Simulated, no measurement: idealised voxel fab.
process module | voxel wiring stack
cross-section cut | 265 nm wide | cells 5 nm
A cross-section is a grid of square cells, given in bands from the top down. A band is one or more rows of cells.
Each band's line starts with the height of the band's top and of its bottom, in nm. Then come its materials from left to right, each with its width in nm. One material with "throughout" fills the band from edge to edge. "air" is empty space.
Height 0 is the level under which the wafer as received is all one material. The lowest band goes on downwards, as in "0 down".
A width such as "30 to 40" changes by the same amount from each row of cells to the next, from the band's top row to its bottom row.
"no change" after a step means that no cell of the cross-section changed.
closed voids: empty space of 8 cells or more with no open way to the top, each as width x height at its distance from the left edge, in nm
after a step's settings: what the simulator itself notes on the step
overlay nm, on a step with a mask: how far to the right of its planned place the mask lay; to the left if negative
plan
1 op RECEIVE | material Si
2 op CONFORMAL_DEP | material SiO2 | thk nm 15
3 op DIRECTIONAL_DEP | material TiN | thk nm 5
4 op DIRECTIONAL_DEP | material Ru | thk nm 20
5 op MASKED_ETCH | tone cover | mask id METAL_1 | width nm 30 | pitch nm 50 | etch materials Ru | depth nm 20 | overlay nm 0
6 op MASKED_ETCH | tone cover | mask id METAL_1 | width nm 30 | pitch nm 50 | etch materials TiN | depth nm 5 | overlay nm 0
7 op FILL_DEP | material SiO2 | thk nm 5
8 op CMP | height nm 40
9 op CONFORMAL_DEP | material SiCN | thk nm 5
10 op DIRECTIONAL_DEP | material lowk | thk nm 15
11 op MASKED_ETCH | tone open | mask id PLUG_1 | width nm 15 | pitch nm 100 | etch materials lowk | depth nm 15 | overlay nm 0
12 op MASKED_ETCH | tone open | mask id PLUG_1 | width nm 15 | pitch nm 100 | etch materials SiCN | depth nm 5 | overlay nm 0
13 op CONFORMAL_DEP | material TiN | thk nm 5
14 op FILL_DEP | material Cu | thk nm 10
15 op CMP | height nm 60
16 op DIRECTIONAL_DEP | material TiN | thk nm 5
17 op DIRECTIONAL_DEP | material Ru | thk nm 15
18 op DIRECTIONAL_DEP | material aC | thk nm 15
19 op PATTERN | tone cover | mask id METAL_2 | material resist | width nm 30 | pitch nm 50 | thk nm 30 | overlay nm 0
20 op DIRECTIONAL_ETCH | etch materials aC | depth nm 15
21 op STRIP | etch materials resist
22 op DIRECTIONAL_ETCH | etch materials Ru | depth nm 15
23 op DIRECTIONAL_ETCH | etch materials TiN | depth nm 5
24 op STRIP | etch materials aC
25 op CONFORMAL_DEP | material SiCN | thk nm 5
26 op FILL_DEP | material lowk | thk nm 5
27 op CMP | height nm 80
28 op CONFORMAL_DEP | material SiCN | thk nm 5
29 op DIRECTIONAL_DEP | material SiO2 | thk nm 15
30 op MASKED_ETCH | tone open | mask id PLUG_2 | width nm 15 | pitch nm 100 | etch materials SiO2 | depth nm 15 | overlay nm 0
31 op MASKED_ETCH | tone open | mask id PLUG_2 | width nm 15 | pitch nm 100 | etch materials SiCN | depth nm 5 | overlay nm 0
32 op EPI | material Ru | thk nm 10
33 op EPI | material Ru | thk nm 10
34 op DIRECTIONAL_DEP | material TiN | thk nm 5
35 op DIRECTIONAL_DEP | material Ru | thk nm 20
36 op MASKED_ETCH | tone cover | mask id METAL_3 | width nm 30 | pitch nm 50 | etch materials Ru | depth nm 20 | overlay nm 0
37 op MASKED_ETCH | tone cover | mask id METAL_3 | width nm 30 | pitch nm 50 | etch materials TiN | depth nm 5 | overlay nm 0
38 op FILL_DEP | material SiO2 | thk nm 5
39 op CMP | height nm 125
40 op CONFORMAL_DEP | material SiCN | thk nm 5
41 op DIRECTIONAL_DEP | material lowk | thk nm 15
42 op MASKED_ETCH | tone open | mask id PLUG_3 | width nm 15 | pitch nm 50 | etch materials lowk | depth nm 15 | overlay nm 0
43 op MASKED_ETCH | tone open | mask id PLUG_3 | width nm 15 | pitch nm 50 | etch materials SiCN | depth nm 5 | overlay nm 0
44 op EPI | material Ru | thk nm 10
45 op EPI | material Ru | thk nm 10
46 op CONFORMAL_DEP | material SiN | thk nm 5
47 op DIRECTIONAL_DEP | material lowk | thk nm 15
48 op MASKED_ETCH | tone open | mask id METAL_4 | width nm 30 | pitch nm 50 | etch materials lowk | depth nm 15 | overlay nm 0
49 op MASKED_ETCH | tone open | mask id METAL_4 | width nm 30 | pitch nm 50 | etch materials SiN | depth nm 5 | overlay nm 0
50 op CONFORMAL_DEP | material TiN | thk nm 5
51 op FILL_DEP | material Ru | thk nm 10
52 op CMP | height nm 165
53 op CONFORMAL_DEP | material SiCN | thk nm 5
as received, after step 1
  0 down: Si throughout
  closed voids: none
a wafer at the end: this start, this plan, one mistake
  170 to 165: SiCN throughout
  165 to 150: lowk 40 | TiN 5 | Ru 20 | TiN 5 | lowk 20 | TiN 5 | Ru 20 | TiN 5 | lowk 20 | TiN 5 | Ru 20 | TiN 5 | lowk 20 | TiN 5 | Ru 20 | TiN 5 | lowk 45
  150 to 145: SiN 40 | TiN 30 | SiN 20 | TiN 30 | SiN 20 | TiN 30 | SiN 20 | TiN 30 | SiN 45
  145 to 130: lowk 40 | Ru 15 | lowk 35 | Ru 15 | lowk 35 | Ru 15 | lowk 35 | Ru 15 | lowk 60
  130 to 125: SiCN 40 | Ru 15 | SiCN 35 | Ru 15 | SiCN 35 | Ru 15 | SiCN 35 | Ru 15 | SiCN 60
  125 to 105: SiO2 50 | Ru 30 | SiO2 20 | Ru 30 | SiO2 20 | Ru 30 | SiO2 20 | Ru 30 | SiO2 35
  105 to 100: SiO2 40 | TiN 40 | SiO2 10 | TiN 40 | SiO2 10 | TiN 40 | SiO2 10 | TiN 40 | SiO2 35
  100 to 85: SiO2 40 | Ru 15 | SiO2 85 | Ru 15 | SiO2 110
  85 to 80: SiCN 40 | Ru 15 | SiCN 85 | Ru 15 | SiCN 110
  80 to 65: lowk 35 | SiCN 5 | Ru 30 | SiCN 5 | lowk 10 | SiCN 5 | Ru 30 | SiCN 5 | lowk 10 | SiCN 5 | Ru 30 | SiCN 5 | lowk 10 | SiCN 5 | Ru 30 | SiCN 5 | lowk 40
  65 to 60: SiCN 40 | TiN 30 | SiCN 20 | TiN 30 | SiCN 20 | TiN 30 | SiCN 20 | TiN 30 | SiCN 45
  60 to 45: lowk 40 | TiN 5 | Cu 5 | TiN 5 | lowk 85 | TiN 5 | Cu 5 | TiN 5 | lowk 110
  45 to 40: SiCN 40 | TiN 15 | SiCN 85 | TiN 15 | SiCN 110
  40 to 20: SiO2 40 | Ru 30 | SiO2 20 | Ru 30 | SiO2 20 | Ru 30 | SiO2 20 | Ru 30 | SiO2 45
  20 to 15: SiO2 40 | TiN 30 | SiO2 20 | TiN 30 | SiO2 20 | TiN 30 | SiO2 20 | TiN 30 | SiO2 45
  15 to 0: SiO2 throughout
  0 down: Si throughout
  closed voids: none
what went wrong: step 36 ran as: op MASKED_ETCH | tone cover | mask id METAL_3 | width nm 30 | pitch nm 50 | etch materials Ru | depth nm 20 | overlay nm 10
